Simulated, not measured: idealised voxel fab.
Process module heading - voxel wiring stack
Cross-section cut: width 265 nm, square cells of 5 nm.
Cross-section format: a grid of square cells, given as bands from top to bottom; each band is one or more rows of cells. Basically the band line says how high the top is and how high the bottom is, in nm, and then what's in it from left to right, every material with its width in nm. Empty space shows up as "blank", and if a single material carries "throughout" it runs the full band edge to edge. Convention: height 0 is the level below which the wafer, as received, is all one material. The lowest band does not terminate at the bottom but continues downward, represented as "0 nm and below". A width such as "30 to 40" changes by the same amount from each row of cells to the next, from the band's top row to its bottom row. The designation "same as before", where it is given for a processing step, indicates that no cell of the cross-section was altered in the course of that step. So "Voids, sealed" is basically the list of trapped voids: any empty space of 8 cells or more that can't reach the top through an opening. They're written width x height at distance, the distance being from the left edge, and it's all nm. Heads up: the bit after the settings on a step's line is the simulator's remark on that step. On any step carrying a mask, the "overlay nm" setting, if present on the step's line, tells how far right of its planned place the mask lay; negative values point to the left.

SET OUT BELOW ARE THE PLANNED STEPS OF THE PROCESS
| 1 | RECEIVE (material Si) |
| 2 | CONFORMAL_DEP (material SiO2; thk nm 10) |
| 3 | CONFORMAL_DEP (material SiCN; thk nm 5) |
| 4 | DIRECTIONAL_DEP (material SiO2; thk nm 20) |
| 5 | DIRECTIONAL_DEP (material aC; thk nm 15) |
| 6 | PATTERN (tone open; mask id METAL_1; material resist; width nm 30; pitch nm 60; thk nm 35; overlay nm 0) |
| 7 | DIRECTIONAL_ETCH (etch materials aC; depth nm 15) |
| 8 | STRIP (etch materials resist) |
| 9 | DIRECTIONAL_ETCH (etch materials SiO2; depth nm 20) |
| 10 | DIRECTIONAL_ETCH (etch materials SiCN; depth nm 5) |
| 11 | STRIP (etch materials aC) |
| 12 | CONFORMAL_DEP (material TiN; thk nm 5) |
| 13 | FILL_DEP (material W; thk nm 5) |
| 14 | CMP (height nm 35) |
| 15 | EPI (material Ru; thk nm 5) |
| 16 | FILL_DEP (material SiCN; thk nm 5) |
| 17 | DIRECTIONAL_DEP (material SiO2; thk nm 10) |
| 18 | PATTERN (tone open; mask id PLUG_1; material resist; width nm 15; pitch nm 60; thk nm 15; overlay nm 0) |
| 19 | DIRECTIONAL_ETCH (etch materials SiO2; depth nm 10) |
| 20 | DIRECTIONAL_ETCH (etch materials SiCN; depth nm 5) |
| 21 | STRIP (etch materials resist) |
| 22 | EPI (material Ru; thk nm 10) |
| 23 | EPI (material Ru; thk nm 5) |
| 24 | DIRECTIONAL_DEP (material TiN; thk nm 5) |
| 25 | DIRECTIONAL_DEP (material W; thk nm 15) |
| 26 | DIRECTIONAL_DEP (material aC; thk nm 15) |
| 27 | PATTERN (tone cover; mask id METAL_2; material resist; width nm 30; pitch nm 60; thk nm 30; overlay nm 0) |
| 28 | DIRECTIONAL_ETCH (etch materials aC; depth nm 15) |
| 29 | STRIP (etch materials resist) |
| 30 | DIRECTIONAL_ETCH (etch materials W; depth nm 15) |
| 31 | DIRECTIONAL_ETCH (etch materials TiN; depth nm 5) |
| 32 | STRIP (etch materials aC) |
| 33 | CONFORMAL_DEP (material SiN; thk nm 5) |
| 34 | FILL_DEP (material lowk; thk nm 5) |
| 35 | CMP (height nm 75) |
| 36 | CONFORMAL_DEP (material SiCN; thk nm 5) |

SHOWN IN CROSS-SECTION IS THE WAFER AS RECEIVED, THAT IS, AS IT STANDS AFTER STEP 1
    0 nm and below  Si throughout
    Voids, sealed: none

CROSS-SECTIONAL IMAGE OF THE FIRST OF TWO WAFERS AT THE END OF THE MODULE, THE RUN HAVING PROCEEDED AS PLANNED
    80 nm to 75 nm  SiCN throughout
    75 nm to 60 nm  50 of lowk  5 of SiN  30 of W  5 of SiN  20 of lowk  5 of SiN  30 of W  5 of SiN  20 of lowk  5 of SiN  30 of W  5 of SiN  55 of lowk
    60 nm to 55 nm  55 of SiN  30 of TiN  30 of SiN  30 of TiN  30 of SiN  30 of TiN  60 of SiN
    55 nm to 45 nm  55 of SiO2  15 of Ru  45 of SiO2  15 of Ru  45 of SiO2  15 of Ru  75 of SiO2
    45 nm to 35 nm  55 to 50 of SiCN  15 to 40 of Ru  45 to 20 of SiCN  15 to 40 of Ru  45 to 20 of SiCN  15 to 40 of Ru  75 to 55 of SiCN
    35 nm to 15 nm  55 of SiO2  5 of TiN  20 of W  5 of TiN  30 of SiO2  5 of TiN  20 of W  5 of TiN  30 of SiO2  5 of TiN  20 of W  5 of TiN  60 of SiO2
    15 nm to 10 nm  55 of SiCN  30 of TiN  30 of SiCN  30 of TiN  30 of SiCN  30 of TiN  60 of SiCN
    10 nm to 0 nm  SiO2 throughout
    0 nm and below  Si throughout
    Voids, sealed: none

SO THIS IS WAFER NUMBER TWO OF THE TWO, CUT AT THE END OF THE MODULE - IT STARTED WHERE THE FIRST DID AND HAD THE SAME PLAN, WE JUST GOT ONE THING WRONG RUNNING IT
    80 nm to 75 nm  SiCN throughout
    75 nm to 60 nm  50 of lowk  5 of SiN  35 of W  5 of SiN  15 of lowk  5 of SiN  35 of W  5 of SiN  15 of lowk  5 of SiN  35 of W  5 of SiN  50 of lowk
    60 nm to 55 nm  55 of SiN  35 of TiN  25 of SiN  35 of TiN  25 of SiN  35 of TiN  55 of SiN
    55 nm to 45 nm  55 of SiO2  15 of Ru  45 of SiO2  15 of Ru  45 of SiO2  15 of Ru  75 of SiO2
    45 nm to 35 nm  55 to 50 of SiCN  15 to 40 of Ru  45 to 20 of SiCN  15 to 40 of Ru  45 to 20 of SiCN  15 to 40 of Ru  75 to 55 of SiCN
    35 nm to 15 nm  55 of SiO2  5 of TiN  20 of W  5 of TiN  30 of SiO2  5 of TiN  20 of W  5 of TiN  30 of SiO2  5 of TiN  20 of W  5 of TiN  60 of SiO2
    15 nm to 10 nm  55 of SiCN  30 of TiN  30 of SiCN  30 of TiN  30 of SiCN  30 of TiN  60 of SiCN
    10 nm to 0 nm  SiO2 throughout
    0 nm and below  Si throughout
    Voids, sealed: none
Against the plan, the run slipped here: note that step 27 departed from the planned setting and was carried out as PATTERN (tone cover; mask id METAL_2; material resist; width nm 35; pitch nm 60; thk nm 30; overlay nm 0)
Final cells, second wafer relative to first, materials higher or lower: SiN -3 | TiN +3 | W +9 | lowk -9
